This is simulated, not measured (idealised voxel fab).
process module | voxel self aligned contacts
cross-section cut | 185 nm wide | cells 5 nm
A cross-section is a grid of square cells, given in bands from the top down. A band is one or more rows of cells.
Each band's line starts with the height of the band's top and of its bottom, in nm. Then come its materials from left to right, each with its width in nm. One material with "throughout" fills the band from edge to edge. "air" is empty space.
Height 0 is the level under which the wafer as received is all one material. The lowest band goes on downwards, as in "0 down".
A width such as "30 to 40" changes by the same amount from each row of cells to the next, from the band's top row to its bottom row.
"no change" after a step means that no cell of the cross-section changed.
closed voids: empty space of 8 cells or more with no open way to the top, each as width x height at its distance from the left edge, in nm
after a step's settings: what the simulator itself notes on the step
overlay nm, on a step with a mask: how far to the right of its planned place the mask lay; to the left if negative
plan
1 op RECEIVE | material Si
2 op CONFORMAL_DEP | material SiO2 | thk nm 5
3 op DIRECTIONAL_DEP | material polySi | thk nm 30
4 op DIRECTIONAL_DEP | material SiN | thk nm 20
5 op PATTERN | tone cover | mask id GATE | material resist | width nm 25 | pitch nm 60 | thk nm 20 | overlay nm 0
6 op DIRECTIONAL_ETCH | etch materials SiN | depth nm 20
7 op DIRECTIONAL_ETCH | etch materials polySi | depth nm 30
8 op STRIP | etch materials resist
9 op CONFORMAL_DEP | material SiN | thk nm 10
10 op DIRECTIONAL_ETCH | etch materials SiN | depth nm 10
11 op FILL_DEP | material SiO2 | thk nm 20
12 op CMP | height nm 65
13 op PATTERN | tone open | mask id CONTACT | material resist | width nm 35 | thk nm 15 | overlay nm 0
14 op DIRECTIONAL_ETCH | etch materials SiO2 | depth nm 65
15 op STRIP | etch materials resist
16 op CONFORMAL_DEP | material TiN | thk nm 5
17 op FILL_DEP | material W | thk nm 5
18 op CMP | height nm 65
19 op CONFORMAL_DEP | material SiCN | thk nm 5
varied across the wafers: width nm of step 13. The plan shows the first wafer's value. All wafers start alike
first wafer as received, after step 1
  0 down: Si throughout
  closed voids: none
first wafer at the end, after step 19
  70 to 65: SiCN throughout
  65 to 55: SiO2 75 | TiN 5 to 15 | W 25 to 5 | TiN 5 to 15 | SiO2 75
  55 to 35: SiO2 40 | SiN 45 | TiN 5 | W 5 | TiN 5 | SiN 45 | SiO2 40
  35 to 5: SiO2 40 | SiN 10 | polySi 25 | SiN 10 | TiN 5 | W 5 | TiN 5 | SiN 10 | polySi 25 | SiN 10 | SiO2 40
  5 to 0: SiO2 85 | TiN 15 | SiO2 85
  0 down: Si throughout
  closed voids: none
last wafer at the end
  70 to 65: SiCN throughout
  65 to 55: SiO2 65 | TiN 5 to 25 | W 50 to 5 | TiN 5 to 30 | SiO2 60
  55 to 35: SiO2 40 | SiN 45 | TiN 5 | W 5 | TiN 5 | SiN 45 | SiO2 40
  35 to 5: SiO2 40 | SiN 10 | polySi 25 | SiN 10 | TiN 5 | W 5 | TiN 5 | SiN 10 | polySi 25 | SiN 10 | SiO2 40
  5 to 0: SiO2 85 | TiN 15 | SiO2 85
  0 down: Si throughout
  closed voids: none
each wafer at the end: cells of each material gained (+) or lost (-) since it was received, then its closed voids
width nm 35 | +37 SiCN | +120 SiN | +254 SiO2 | +31 TiN | +16 W | +60 polySi | closed voids: none
width nm 40 | +37 SiCN | +120 SiN | +252 SiO2 | +32 TiN | +17 W | +60 polySi | closed voids: none
width nm 45 | +37 SiCN | +120 SiN | +250 SiO2 | +33 TiN | +18 W | +60 polySi | closed voids: none
width nm 50 | +37 SiCN | +120 SiN | +248 SiO2 | +34 TiN | +19 W | +60 polySi | closed voids: none
width nm 55 | +37 SiCN | +120 SiN | +246 SiO2 | +35 TiN | +20 W | +60 polySi | closed voids: none
width nm 60 | +37 SiCN | +120 SiN | +244 SiO2 | +36 TiN | +21 W | +60 polySi | closed voids: none
